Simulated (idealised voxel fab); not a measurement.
Documented hereafter: the process module known as voxel trench capacitor.
Each square cell in cross-section cut measures 5 nm, and the section as a whole is 155 nm wide.
Cross-sections here: square-cell grids, written as top-down lists of bands, a band being one or more rows of cells. In this notation a band is specified by the heights of its top and bottom, in that order and in nm, after which its materials appear from left to right, each paired with its width in nm. The word "throughout" attached to a single material means that material fills the band from edge to edge; the word "air" stands for empty space. Beneath 0, the wafer as received is one material, and that level is where height counting begins. The lowest band goes on downward without a bottom; it is written like "0 down". It should be noted that a width expressed as "30->40" varies in equal increments from row to row of cells within the band, taking the value of the first number at the top row and that of the second number at the bottom row. "nothing altered" -> step changed no cross-section cell. So "Closed cavity list" is basically the list of trapped voids: any empty space of 8 cells or more that can't reach the top through an opening. They're written width x height at distance, the distance being from the left edge, and it's all nm. If you see something after the settings on a step's line, that's the simulator's own remark about that step. "overlay nm" answers the question of how far to the right of plan the mask lay on a step that has a mask, and when it is negative the answer is to the left.
Steps planned for the process
1: RECEIVE: material Si
2: CONFORMAL_DEP: material SiN, thk nm 10
3: DIRECTIONAL_DEP: material aC, thk nm 15
4: PATTERN: tone open, mask id TRENCH, material resist, width nm 15, pitch nm 40, thk nm 35, overlay nm 0
5: DIRECTIONAL_ETCH: etch materials aC, depth nm 15
6: STRIP: etch materials resist
7: DIRECTIONAL_ETCH: etch materials SiN, depth nm 10
8: DIRECTIONAL_ETCH: etch materials Si, depth nm 30
9: STRIP: etch materials aC
10: CONFORMAL_DEP: material SiO2, thk nm 5
11: FILL_DEP: material polySi, thk nm 10
12: CMP: height nm 10
As-received wafer cross-section (after step 1)
	0 down = Si throughout
	Closed cavity list: none
Wafer cross-section at module end: first of two, run to plan
	10 to 0 = 30 of SiN  5 of SiO2  5 of polySi  5 of SiO2  25 of SiN  5 of SiO2  5 of polySi  5 of SiO2  25 of SiN  5 of SiO2  5 of polySi  5 of SiO2  30 of SiN
	0 to -25 = 30 of Si  5 of SiO2  5 of polySi  5 of SiO2  25 of Si  5 of SiO2  5 of polySi  5 of SiO2  25 of Si  5 of SiO2  5 of polySi  5 of SiO2  30 of Si
	-25 to -30 = 30 of Si  15 of SiO2  25 of Si  15 of SiO2  25 of Si  15 of SiO2  30 of Si
	-30 down = Si throughout
	Closed cavity list: none
Now the second wafer, cross-sectioned at the end of the module. Nothing different at the start, nothing different in the plan compared with the first, just one mistake when it was actually run
	10 to 0 = 25 of SiN  5 of SiO2  5 of polySi  5 of SiO2  25 of SiN  5 of SiO2  5 of polySi  5 of SiO2  25 of SiN  5 of SiO2  5 of polySi  5 of SiO2  35 of SiN
	0 to -25 = 25 of Si  5 of SiO2  5 of polySi  5 of SiO2  25 of Si  5 of SiO2  5 of polySi  5 of SiO2  25 of Si  5 of SiO2  5 of polySi  5 of SiO2  35 of Si
	-25 to -30 = 25 of Si  15 of SiO2  25 of Si  15 of SiO2  25 of Si  15 of SiO2  35 of Si
	-30 down = Si throughout
	Closed cavity list: none
It is concluded that the wafer was processed incorrectly with respect to the plan, in that in deviation from the planned setting, step 4 was conducted as PATTERN: tone open, mask id TRENCH, material resist, width nm 15, pitch nm 40, thk nm 35, overlay nm -5
When the process is done, the second wafer contains the same cell count of every material as the first wafer, but distributed over other locations.
